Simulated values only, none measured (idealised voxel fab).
Process module in this document: voxel wiring stack
The width of the displayed cross-section, cut, is 235 nm; its cells are square, with a size of 5 nm.
Each cross-section below is a grid of square cells, stated as bands in top-down order, with one or more rows of cells making up each band. Top, bottom (nm), then materials left to right with widths (nm); lone material tagged "full width" fills the whole band edge to edge; "blank" = empty space. The reference from which all heights are counted is 0, the level beneath which the as-received wafer is entirely one material; the lowest band, having no lower bound, proceeds downward and is written after the example "z 0 and below". Read "30->40" as a graded width: first number on top, second number at the bottom, same change between each pair of neighbouring rows. "stayed the same" for a step: no cell of the cross-section changed in that step. "Closed void register": sealed empty spaces, 8 cells or more, no open way to top, listed width x height at distance, with distance from the left edge and width, height and distance in nm. Whatever follows a step's settings on its line is a remark the simulator itself makes about that step. What "overlay nm" on a step's line means: if the step has a mask, that mask lay this far to the right of its planned place, or, when the value is negative, to the left.

The planned process steps are enumerated hereunder
| 1 | RECEIVE,material Si |
| 2 | CONFORMAL_DEP,material SiO2,thk nm 10 |
| 3 | CONFORMAL_DEP,material SiN,thk nm 5 |
| 4 | DIRECTIONAL_DEP,material lowk,thk nm 25 |
| 5 | DIRECTIONAL_DEP,material aC,thk nm 15 |
| 6 | PATTERN,tone open,mask id METAL_1,material resist,width nm 25,pitch nm 45,thk nm 30,overlay nm 0 |
| 7 | DIRECTIONAL_ETCH,etch materials aC,depth nm 15 |
| 8 | STRIP,etch materials resist |
| 9 | DIRECTIONAL_ETCH,etch materials lowk,depth nm 25 |
| 10 | DIRECTIONAL_ETCH,etch materials SiN,depth nm 5 |
| 11 | STRIP,etch materials aC |
| 12 | CONFORMAL_DEP,material TiN,thk nm 5 |
| 13 | FILL_DEP,material Ru,thk nm 10 |
| 14 | CMP,height nm 40 |
| 15 | CONFORMAL_DEP,material SiCN,thk nm 5 |
| 16 | DIRECTIONAL_DEP,material lowk,thk nm 30 |
| 17 | PATTERN,tone open,mask id METAL_2_HOLES,material resist,width nm 15,pitch nm 90,thk nm 20,overlay nm 0 |
| 18 | DIRECTIONAL_ETCH,etch materials lowk,depth nm 30 |
| 19 | STRIP,etch materials resist |
| 20 | PATTERN,tone open,mask id METAL_2,material resist,width nm 25,pitch nm 45,thk nm 15,overlay nm 0 |
| 21 | DIRECTIONAL_ETCH,etch materials lowk,depth nm 15 |
| 22 | DIRECTIONAL_ETCH,etch materials SiCN,depth nm 5 |
| 23 | STRIP,etch materials resist |
| 24 | CONFORMAL_DEP,material TiN,thk nm 5 |
| 25 | FILL_DEP,material Cu,thk nm 10 |
| 26 | CMP,height nm 75 |
| 27 | CONFORMAL_DEP,material SiCN,thk nm 5 |
| 28 | DIRECTIONAL_DEP,material SiO2,thk nm 30 |
| 29 | MASKED_ETCH,tone open,mask id METAL_3,width nm 25,pitch nm 45,etch materials SiO2,depth nm 15,overlay nm 0 |
| 30 | PATTERN,tone open,mask id METAL_3_HOLES,material resist,width nm 15,pitch nm 90,thk nm 20,overlay nm 0 |
| 31 | DIRECTIONAL_ETCH,etch materials SiO2,depth nm 15 |
| 32 | DIRECTIONAL_ETCH,etch materials SiCN,depth nm 5 |
| 33 | STRIP,etch materials resist |
| 34 | CONFORMAL_DEP,material TiN,thk nm 5 |
| 35 | FILL_DEP,material Ru,thk nm 5 |
| 36 | CMP,height nm 110 |
| 37 | CONFORMAL_DEP,material SiN,thk nm 5 |

First of two wafers, with the run carried out as planned

Cross-section of the incoming wafer, state after step 1
    z 0 and below = Si full width
    Closed void register: none

Cross-section: wafer state after step 2
    z 10 to 0 = SiO2 full width
    Beneath the level 0, the cross-section is identical to its previous state.

Cross-section: wafer state after step 3
    z 15 to 10 = SiN full width
    Beneath the level 10, the cross-section is identical to its previous state.

Cross-section: wafer state after step 4
    z 40 to 15 = lowk full width
    Beneath the level 15, the cross-section is identical to its previous state.

Cross-section: wafer state after step 5
    z 55 to 40 = aC full width
    Beneath the level 40, the cross-section is identical to its previous state.

Cross-section: wafer state after step 6
    z 85 to 55 = resist: 60; blank: 25; resist: 20; blank: 25; resist: 20; blank: 25; resist: 60
    Beneath the level 55, the cross-section is identical to its previous state.

Cross-section: wafer state after step 7
    z 70 to 55 = resist: 60; blank: 25; resist: 20; blank: 25; resist: 20; blank: 25; resist: 60
    z 55 to 40 = aC: 60; blank: 25; aC: 20; blank: 25; aC: 20; blank: 25; aC: 60
    Beneath the level 40, the cross-section is identical to its previous state.

Cross-section: wafer state after step 8
    z 55 to 40 = aC: 60; blank: 25; aC: 20; blank: 25; aC: 20; blank: 25; aC: 60
    Beneath the level 40, the cross-section is identical to its previous state.

Cross-section: wafer state after step 9
    z 55 to 40 = aC: 60; blank: 25; aC: 20; blank: 25; aC: 20; blank: 25; aC: 60
    z 40 to 15 = lowk: 60; blank: 25; lowk: 20; blank: 25; lowk: 20; blank: 25; lowk: 60
    Beneath the level 15, the cross-section is identical to its previous state.

Cross-section: wafer state after step 10
    z 55 to 40 = aC: 60; blank: 25; aC: 20; blank: 25; aC: 20; blank: 25; aC: 60
    z 40 to 15 = lowk: 60; blank: 25; lowk: 20; blank: 25; lowk: 20; blank: 25; lowk: 60
    z 15 to 10 = SiN: 60; blank: 25; SiN: 20; blank: 25; SiN: 20; blank: 25; SiN: 60
    Beneath the level 10, the cross-section is identical to its previous state.

Cross-section: wafer state after step 11
    z 40 to 15 = lowk: 60; blank: 25; lowk: 20; blank: 25; lowk: 20; blank: 25; lowk: 60
    Beneath the level 15, the cross-section is identical to its previous state.

Cross-section: wafer state after step 12
    z 45 to 40 = TiN: 65; blank: 15; TiN: 30; blank: 15; TiN: 30; blank: 15; TiN: 65
    z 40 to 15 = lowk: 60; TiN: 5; blank: 15; TiN: 5; lowk: 20; TiN: 5; blank: 15; TiN: 5; lowk: 20; TiN: 5; blank: 15; TiN: 5; lowk: 60
    z 15 to 10 = SiN: 60; TiN: 25; SiN: 20; TiN: 25; SiN: 20; TiN: 25; SiN: 60
    Beneath the level 10, the cross-section is identical to its previous state.

Cross-section: wafer state after step 13
    z 55 to 45 = Ru full width
    z 45 to 40 = TiN: 65; Ru: 15; TiN: 30; Ru: 15; TiN: 30; Ru: 15; TiN: 65
    z 40 to 15 = lowk: 60; TiN: 5; Ru: 15; TiN: 5; lowk: 20; TiN: 5; Ru: 15; TiN: 5; lowk: 20; TiN: 5; Ru: 15; TiN: 5; lowk: 60
    Beneath the level 15, the cross-section is identical to its previous state.

Cross-section: wafer state after step 14
    z 40 to 15 = lowk: 60; TiN: 5; Ru: 15; TiN: 5; lowk: 20; TiN: 5; Ru: 15; TiN: 5; lowk: 20; TiN: 5; Ru: 15; TiN: 5; lowk: 60
    Beneath the level 15, the cross-section is identical to its previous state.

Cross-section: wafer state after step 15
    z 45 to 40 = SiCN full width
    Beneath the level 40, the cross-section is identical to its previous state.

Cross-section: wafer state after step 16
    z 75 to 45 = lowk full width
    Beneath the level 45, the cross-section is identical to its previous state.

Cross-section: wafer state after step 17
    z 95 to 75 = resist: 60; blank: 15; resist: 75; blank: 15; resist: 70
    Beneath the level 75, the cross-section is identical to its previous state.

Cross-section: wafer state after step 18
    z 95 to 75 = resist: 60; blank: 15; resist: 75; blank: 15; resist: 70
    z 75 to 45 = lowk: 60; blank: 15; lowk: 75; blank: 15; lowk: 70
    Beneath the level 45, the cross-section is identical to its previous state.

Cross-section: wafer state after step 19
    z 75 to 45 = lowk: 60; blank: 15; lowk: 75; blank: 15; lowk: 70
    Beneath the level 45, the cross-section is identical to its previous state.

Cross-section: wafer state after step 20
    z 90 to 75 = resist: 60; blank: 25; resist: 20; blank: 25; resist: 20; blank: 25; resist: 60
    Beneath the level 75, the cross-section is identical to its previous state.

Cross-section: wafer state after step 21
    z 90 to 75 = resist: 60; blank: 25; resist: 20; blank: 25; resist: 20; blank: 25; resist: 60
    z 75 to 60 = lowk: 60; blank: 25; lowk: 20; blank: 25; lowk: 20; blank: 25; lowk: 60
    Beneath the level 60, the cross-section is identical to its previous state.

Cross-section: wafer state after step 22
    z 90 to 75 = resist: 60; blank: 25; resist: 20; blank: 25; resist: 20; blank: 25; resist: 60
    z 75 to 60 = lowk: 60; blank: 25; lowk: 20; blank: 25; lowk: 20; blank: 25; lowk: 60
    z 60 to 45 = lowk: 60; blank: 15; lowk: 75; blank: 15; lowk: 70
    z 45 to 40 = SiCN: 60; blank: 15; SiCN: 75; blank: 15; SiCN: 70
    Beneath the level 40, the cross-section is identical to its previous state.

Cross-section: wafer state after step 23
    z 75 to 60 = lowk: 60; blank: 25; lowk: 20; blank: 25; lowk: 20; blank: 25; lowk: 60
    Beneath the level 60, the cross-section is identical to its previous state.

Cross-section: wafer state after step 24
    z 80 to 75 = TiN: 65; blank: 15; TiN: 30; blank: 15; TiN: 30; blank: 15; TiN: 65
    z 75 to 65 = lowk: 60; TiN: 5; blank: 15; TiN: 5; lowk: 20; TiN: 5; blank: 15; TiN: 5; lowk: 20; TiN: 5; blank: 15; TiN: 5; lowk: 60
    z 65 to 60 = lowk: 60; TiN: 5; blank: 5; TiN: 15; lowk: 20; TiN: 25; lowk: 20; TiN: 5; blank: 5; TiN: 15; lowk: 60
    z 60 to 45 = lowk: 60; TiN: 5; blank: 5; TiN: 5; lowk: 75; TiN: 5; blank: 5; TiN: 5; lowk: 70
    z 45 to 40 = SiCN: 60; TiN: 15; SiCN: 75; TiN: 15; SiCN: 70
    Beneath the level 40, the cross-section is identical to its previous state.

Cross-section: wafer state after step 25
    z 90 to 80 = Cu full width
    z 80 to 75 = TiN: 65; Cu: 15; TiN: 30; Cu: 15; TiN: 30; Cu: 15; TiN: 65
    z 75 to 65 = lowk: 60; TiN: 5; Cu: 15; TiN: 5; lowk: 20; TiN: 5; Cu: 15; TiN: 5; lowk: 20; TiN: 5; Cu: 15; TiN: 5; lowk: 60
    z 65 to 60 = lowk: 60; TiN: 5; Cu: 5; TiN: 15; lowk: 20; TiN: 25; lowk: 20; TiN: 5; Cu: 5; TiN: 15; lowk: 60
    z 60 to 45 = lowk: 60; TiN: 5; Cu: 5; TiN: 5; lowk: 75; TiN: 5; Cu: 5; TiN: 5; lowk: 70
    Beneath the level 45, the cross-section is identical to its previous state.

Cross-section: wafer state after step 26
    z 75 to 65 = lowk: 60; TiN: 5; Cu: 15; TiN: 5; lowk: 20; TiN: 5; Cu: 15; TiN: 5; lowk: 20; TiN: 5; Cu: 15; TiN: 5; lowk: 60
    Beneath the level 65, the cross-section is identical to its previous state.

Cross-section: wafer state after step 27
    z 80 to 75 = SiCN full width
    Beneath the level 75, the cross-section is identical to its previous state.

Cross-section: wafer state after step 28
    z 110 to 80 = SiO2 full width
    Beneath the level 80, the cross-section is identical to its previous state.

Cross-section: wafer state after step 29
    z 110 to 95 = SiO2: 60; blank: 25; SiO2: 20; blank: 25; SiO2: 20; blank: 25; SiO2: 60
    Beneath the level 95, the cross-section is identical to its previous state.

Cross-section: wafer state after step 30
    z 130 to 110 = resist: 60; blank: 15; resist: 75; blank: 15; resist: 70
    z 110 to 95 = SiO2: 60; blank: 15; resist: 10; SiO2: 20; resist: 25; SiO2: 20; blank: 15; resist: 10; SiO2: 60
    Beneath the level 95, the cross-section is identical to its previous state.

Cross-section: wafer state after step 31
    z 130 to 110 = resist: 60; blank: 15; resist: 75; blank: 15; resist: 70
    z 110 to 95 = SiO2: 60; blank: 15; resist: 10; SiO2: 20; resist: 25; SiO2: 20; blank: 15; resist: 10; SiO2: 60
    z 95 to 80 = SiO2: 60; blank: 15; SiO2: 75; blank: 15; SiO2: 70
    Beneath the level 80, the cross-section is identical to its previous state.

Cross-section: wafer state after step 32
    z 130 to 110 = resist: 60; blank: 15; resist: 75; blank: 15; resist: 70
    z 110 to 95 = SiO2: 60; blank: 15; resist: 10; SiO2: 20; resist: 25; SiO2: 20; blank: 15; resist: 10; SiO2: 60
    z 95 to 80 = SiO2: 60; blank: 15; SiO2: 75; blank: 15; SiO2: 70
    z 80 to 75 = SiCN: 60; blank: 15; SiCN: 75; blank: 15; SiCN: 70
    Beneath the level 75, the cross-section is identical to its previous state.

Cross-section: wafer state after step 33
    z 110 to 95 = SiO2: 60; blank: 25; SiO2: 20; blank: 25; SiO2: 20; blank: 25; SiO2: 60
    Beneath the level 95, the cross-section is identical to its previous state.

Cross-section: wafer state after step 34
    z 115 to 110 = TiN: 65; blank: 15; TiN: 30; blank: 15; TiN: 30; blank: 15; TiN: 65
    z 110 to 100 = SiO2: 60; TiN: 5; blank: 15; TiN: 5; SiO2: 20; TiN: 5; blank: 15; TiN: 5; SiO2: 20; TiN: 5; blank: 15; TiN: 5; SiO2: 60
    z 100 to 95 = SiO2: 60; TiN: 5; blank: 5; TiN: 15; SiO2: 20; TiN: 25; SiO2: 20; TiN: 5; blank: 5; TiN: 15; SiO2: 60
    z 95 to 80 = SiO2: 60; TiN: 5; blank: 5; TiN: 5; SiO2: 75; TiN: 5; blank: 5; TiN: 5; SiO2: 70
    z 80 to 75 = SiCN: 60; TiN: 15; SiCN: 75; TiN: 15; SiCN: 70
    Beneath the level 75, the cross-section is identical to its previous state.

Cross-section: wafer state after step 35
    z 120 to 115 = Ru full width
    z 115 to 110 = TiN: 65; Ru: 15; TiN: 30; Ru: 15; TiN: 30; Ru: 15; TiN: 65
    z 110 to 100 = SiO2: 60; TiN: 5; Ru: 15; TiN: 5; SiO2: 20; TiN: 5; Ru: 15; TiN: 5; SiO2: 20; TiN: 5; Ru: 15; TiN: 5; SiO2: 60
    z 100 to 95 = SiO2: 60; TiN: 5; Ru: 5; TiN: 15; SiO2: 20; TiN: 25; SiO2: 20; TiN: 5; Ru: 5; TiN: 15; SiO2: 60
    z 95 to 80 = SiO2: 60; TiN: 5; Ru: 5; TiN: 5; SiO2: 75; TiN: 5; Ru: 5; TiN: 5; SiO2: 70
    Beneath the level 80, the cross-section is identical to its previous state.

Cross-section: wafer state after step 36
    z 110 to 100 = SiO2: 60; TiN: 5; Ru: 15; TiN: 5; SiO2: 20; TiN: 5; Ru: 15; TiN: 5; SiO2: 20; TiN: 5; Ru: 15; TiN: 5; SiO2: 60
    Beneath the level 100, the cross-section is identical to its previous state.

Cross-section: wafer state after step 37
    z 115 to 110 = SiN full width
    Beneath the level 110, the cross-section is identical to its previous state.

It is to be noted that the second wafer proceeded from the same initial state and according to the same plan as the first, although one mistake was committed in its execution; through step 5, inclusive, the two wafers share an identical history

At the planned end of step 6, the second wafer in cross-section
    z 85 to 55 = resist: 60; blank: 30; resist: 15; blank: 30; resist: 15; blank: 30; resist: 55
    Beneath the level 55, the cross-section is identical to its previous state.

At the planned end of step 7, the second wafer in cross-section
    z 70 to 55 = resist: 60; blank: 30; resist: 15; blank: 30; resist: 15; blank: 30; resist: 55
    z 55 to 40 = aC: 60; blank: 30; aC: 15; blank: 30; aC: 15; blank: 30; aC: 55
    Beneath the level 40, the cross-section is identical to its previous state.

At the planned end of step 8, the second wafer in cross-section
    z 55 to 40 = aC: 60; blank: 30; aC: 15; blank: 30; aC: 15; blank: 30; aC: 55
    Beneath the level 40, the cross-section is identical to its previous state.

At the planned end of step 9, the second wafer in cross-section
    z 55 to 40 = aC: 60; blank: 30; aC: 15; blank: 30; aC: 15; blank: 30; aC: 55
    z 40 to 15 = lowk: 60; blank: 30; lowk: 15; blank: 30; lowk: 15; blank: 30; lowk: 55
    Beneath the level 15, the cross-section is identical to its previous state.

At the planned end of step 10, the second wafer in cross-section
    z 55 to 40 = aC: 60; blank: 30; aC: 15; blank: 30; aC: 15; blank: 30; aC: 55
    z 40 to 15 = lowk: 60; blank: 30; lowk: 15; blank: 30; lowk: 15; blank: 30; lowk: 55
    z 15 to 10 = SiN: 60; blank: 30; SiN: 15; blank: 30; SiN: 15; blank: 30; SiN: 55
    Beneath the level 10, the cross-section is identical to its previous state.

At the planned end of step 11, the second wafer in cross-section
    z 40 to 15 = lowk: 60; blank: 30; lowk: 15; blank: 30; lowk: 15; blank: 30; lowk: 55
    Beneath the level 15, the cross-section is identical to its previous state.

At the planned end of step 12, the second wafer in cross-section
    z 45 to 40 = TiN: 65; blank: 20; TiN: 25; blank: 20; TiN: 25; blank: 20; TiN: 60
    z 40 to 15 = lowk: 60; TiN: 5; blank: 20; TiN: 5; lowk: 15; TiN: 5; blank: 20; TiN: 5; lowk: 15; TiN: 5; blank: 20; TiN: 5; lowk: 55
    z 15 to 10 = SiN: 60; TiN: 30; SiN: 15; TiN: 30; SiN: 15; TiN: 30; SiN: 55
    Beneath the level 10, the cross-section is identical to its previous state.

At the planned end of step 13, the second wafer in cross-section
    z 55 to 45 = Ru full width
    z 45 to 40 = TiN: 65; Ru: 20; TiN: 25; Ru: 20; TiN: 25; Ru: 20; TiN: 60
    z 40 to 15 = lowk: 60; TiN: 5; Ru: 20; TiN: 5; lowk: 15; TiN: 5; Ru: 20; TiN: 5; lowk: 15; TiN: 5; Ru: 20; TiN: 5; lowk: 55
    Beneath the level 15, the cross-section is identical to its previous state.

At the planned end of step 14, the second wafer in cross-section
    z 40 to 15 = lowk: 60; TiN: 5; Ru: 20; TiN: 5; lowk: 15; TiN: 5; Ru: 20; TiN: 5; lowk: 15; TiN: 5; Ru: 20; TiN: 5; lowk: 55
    Beneath the level 15, the cross-section is identical to its previous state.

At the planned end of step 15, the second wafer in cross-section
    z 45 to 40 = SiCN full width
    Beneath the level 40, the cross-section is identical to its previous state.

At the planned end of step 16, the second wafer in cross-section
    z 75 to 45 = lowk full width
    Beneath the level 45, the cross-section is identical to its previous state.

At the planned end of step 17, the second wafer in cross-section
    z 95 to 75 = resist: 60; blank: 15; resist: 75; blank: 15; resist: 70
    Beneath the level 75, the cross-section is identical to its previous state.

At the planned end of step 18, the second wafer in cross-section
    z 95 to 75 = resist: 60; blank: 15; resist: 75; blank: 15; resist: 70
    z 75 to 45 = lowk: 60; blank: 15; lowk: 75; blank: 15; lowk: 70
    Beneath the level 45, the cross-section is identical to its previous state.

At the planned end of step 19, the second wafer in cross-section
    z 75 to 45 = lowk: 60; blank: 15; lowk: 75; blank: 15; lowk: 70
    Beneath the level 45, the cross-section is identical to its previous state.

At the planned end of step 20, the second wafer in cross-section
    z 90 to 75 = resist: 60; blank: 25; resist: 20; blank: 25; resist: 20; blank: 25; resist: 60
    Beneath the level 75, the cross-section is identical to its previous state.

At the planned end of step 21, the second wafer in cross-section
    z 90 to 75 = resist: 60; blank: 25; resist: 20; blank: 25; resist: 20; blank: 25; resist: 60
    z 75 to 60 = lowk: 60; blank: 25; lowk: 20; blank: 25; lowk: 20; blank: 25; lowk: 60
    Beneath the level 60, the cross-section is identical to its previous state.

At the planned end of step 22, the second wafer in cross-section
    z 90 to 75 = resist: 60; blank: 25; resist: 20; blank: 25; resist: 20; blank: 25; resist: 60
    z 75 to 60 = lowk: 60; blank: 25; lowk: 20; blank: 25; lowk: 20; blank: 25; lowk: 60
    z 60 to 45 = lowk: 60; blank: 15; lowk: 75; blank: 15; lowk: 70
    z 45 to 40 = SiCN: 60; blank: 15; SiCN: 75; blank: 15; SiCN: 70
    Beneath the level 40, the cross-section is identical to its previous state.

At the planned end of step 23, the second wafer in cross-section
    z 75 to 60 = lowk: 60; blank: 25; lowk: 20; blank: 25; lowk: 20; blank: 25; lowk: 60
    Beneath the level 60, the cross-section is identical to its previous state.

At the planned end of step 24, the second wafer in cross-section
    z 80 to 75 = TiN: 65; blank: 15; TiN: 30; blank: 15; TiN: 30; blank: 15; TiN: 65
    z 75 to 65 = lowk: 60; TiN: 5; blank: 15; TiN: 5; lowk: 20; TiN: 5; blank: 15; TiN: 5; lowk: 20; TiN: 5; blank: 15; TiN: 5; lowk: 60
    z 65 to 60 = lowk: 60; TiN: 5; blank: 5; TiN: 15; lowk: 20; TiN: 25; lowk: 20; TiN: 5; blank: 5; TiN: 15; lowk: 60
    z 60 to 45 = lowk: 60; TiN: 5; blank: 5; TiN: 5; lowk: 75; TiN: 5; blank: 5; TiN: 5; lowk: 70
    z 45 to 40 = SiCN: 60; TiN: 15; SiCN: 75; TiN: 15; SiCN: 70
    Beneath the level 40, the cross-section is identical to its previous state.

At the planned end of step 25, the second wafer in cross-section
    z 90 to 80 = Cu full width
    z 80 to 75 = TiN: 65; Cu: 15; TiN: 30; Cu: 15; TiN: 30; Cu: 15; TiN: 65
    z 75 to 65 = lowk: 60; TiN: 5; Cu: 15; TiN: 5; lowk: 20; TiN: 5; Cu: 15; TiN: 5; lowk: 20; TiN: 5; Cu: 15; TiN: 5; lowk: 60
    z 65 to 60 = lowk: 60; TiN: 5; Cu: 5; TiN: 15; lowk: 20; TiN: 25; lowk: 20; TiN: 5; Cu: 5; TiN: 15; lowk: 60
    z 60 to 45 = lowk: 60; TiN: 5; Cu: 5; TiN: 5; lowk: 75; TiN: 5; Cu: 5; TiN: 5; lowk: 70
    Beneath the level 45, the cross-section is identical to its previous state.

At the planned end of step 26, the second wafer in cross-section
    z 75 to 65 = lowk: 60; TiN: 5; Cu: 15; TiN: 5; lowk: 20; TiN: 5; Cu: 15; TiN: 5; lowk: 20; TiN: 5; Cu: 15; TiN: 5; lowk: 60
    Beneath the level 65, the cross-section is identical to its previous state.

At the planned end of step 27, the second wafer in cross-section
    z 80 to 75 = SiCN full width
    Beneath the level 75, the cross-section is identical to its previous state.

At the planned end of step 28, the second wafer in cross-section
    z 110 to 80 = SiO2 full width
    Beneath the level 80, the cross-section is identical to its previous state.

At the planned end of step 29, the second wafer in cross-section
    z 110 to 95 = SiO2: 60; blank: 25; SiO2: 20; blank: 25; SiO2: 20; blank: 25; SiO2: 60
    Beneath the level 95, the cross-section is identical to its previous state.

At the planned end of step 30, the second wafer in cross-section
    z 130 to 110 = resist: 60; blank: 15; resist: 75; blank: 15; resist: 70
    z 110 to 95 = SiO2: 60; blank: 15; resist: 10; SiO2: 20; resist: 25; SiO2: 20; blank: 15; resist: 10; SiO2: 60
    Beneath the level 95, the cross-section is identical to its previous state.

At the planned end of step 31, the second wafer in cross-section
    z 130 to 110 = resist: 60; blank: 15; resist: 75; blank: 15; resist: 70
    z 110 to 95 = SiO2: 60; blank: 15; resist: 10; SiO2: 20; resist: 25; SiO2: 20; blank: 15; resist: 10; SiO2: 60
    z 95 to 80 = SiO2: 60; blank: 15; SiO2: 75; blank: 15; SiO2: 70
    Beneath the level 80, the cross-section is identical to its previous state.

At the planned end of step 32, the second wafer in cross-section
    z 130 to 110 = resist: 60; blank: 15; resist: 75; blank: 15; resist: 70
    z 110 to 95 = SiO2: 60; blank: 15; resist: 10; SiO2: 20; resist: 25; SiO2: 20; blank: 15; resist: 10; SiO2: 60
    z 95 to 80 = SiO2: 60; blank: 15; SiO2: 75; blank: 15; SiO2: 70
    z 80 to 75 = SiCN: 60; blank: 15; SiCN: 75; blank: 15; SiCN: 70
    Beneath the level 75, the cross-section is identical to its previous state.

At the planned end of step 33, the second wafer in cross-section
    z 110 to 95 = SiO2: 60; blank: 25; SiO2: 20; blank: 25; SiO2: 20; blank: 25; SiO2: 60
    Beneath the level 95, the cross-section is identical to its previous state.

At the planned end of step 34, the second wafer in cross-section
    z 115 to 110 = TiN: 65; blank: 15; TiN: 30; blank: 15; TiN: 30; blank: 15; TiN: 65
    z 110 to 100 = SiO2: 60; TiN: 5; blank: 15; TiN: 5; SiO2: 20; TiN: 5; blank: 15; TiN: 5; SiO2: 20; TiN: 5; blank: 15; TiN: 5; SiO2: 60
    z 100 to 95 = SiO2: 60; TiN: 5; blank: 5; TiN: 15; SiO2: 20; TiN: 25; SiO2: 20; TiN: 5; blank: 5; TiN: 15; SiO2: 60
    z 95 to 80 = SiO2: 60; TiN: 5; blank: 5; TiN: 5; SiO2: 75; TiN: 5; blank: 5; TiN: 5; SiO2: 70
    z 80 to 75 = SiCN: 60; TiN: 15; SiCN: 75; TiN: 15; SiCN: 70
    Beneath the level 75, the cross-section is identical to its previous state.

At the planned end of step 35, the second wafer in cross-section
    z 120 to 115 = Ru full width
    z 115 to 110 = TiN: 65; Ru: 15; TiN: 30; Ru: 15; TiN: 30; Ru: 15; TiN: 65
    z 110 to 100 = SiO2: 60; TiN: 5; Ru: 15; TiN: 5; SiO2: 20; TiN: 5; Ru: 15; TiN: 5; SiO2: 20; TiN: 5; Ru: 15; TiN: 5; SiO2: 60
    z 100 to 95 = SiO2: 60; TiN: 5; Ru: 5; TiN: 15; SiO2: 20; TiN: 25; SiO2: 20; TiN: 5; Ru: 5; TiN: 15; SiO2: 60
    z 95 to 80 = SiO2: 60; TiN: 5; Ru: 5; TiN: 5; SiO2: 75; TiN: 5; Ru: 5; TiN: 5; SiO2: 70
    Beneath the level 80, the cross-section is identical to its previous state.

At the planned end of step 36, the second wafer in cross-section
    z 110 to 100 = SiO2: 60; TiN: 5; Ru: 15; TiN: 5; SiO2: 20; TiN: 5; Ru: 15; TiN: 5; SiO2: 20; TiN: 5; Ru: 15; TiN: 5; SiO2: 60
    Beneath the level 100, the cross-section is identical to its previous state.

At the planned end of step 37, the second wafer in cross-section
    z 115 to 110 = SiN full width
    Beneath the level 110, the cross-section is identical to its previous state.
The plan and the run diverged here: step 6 went in with a setting other than planned; the actual run was PATTERN,tone open,mask id METAL_1,material resist,width nm 30,pitch nm 45,thk nm 30,overlay nm 0
Upon completion, the second wafer contains, in terms of cells, a greater or smaller amount of certain materials than the first wafer: +15 Ru; -3 SiN; +3 TiN; -15 lowk
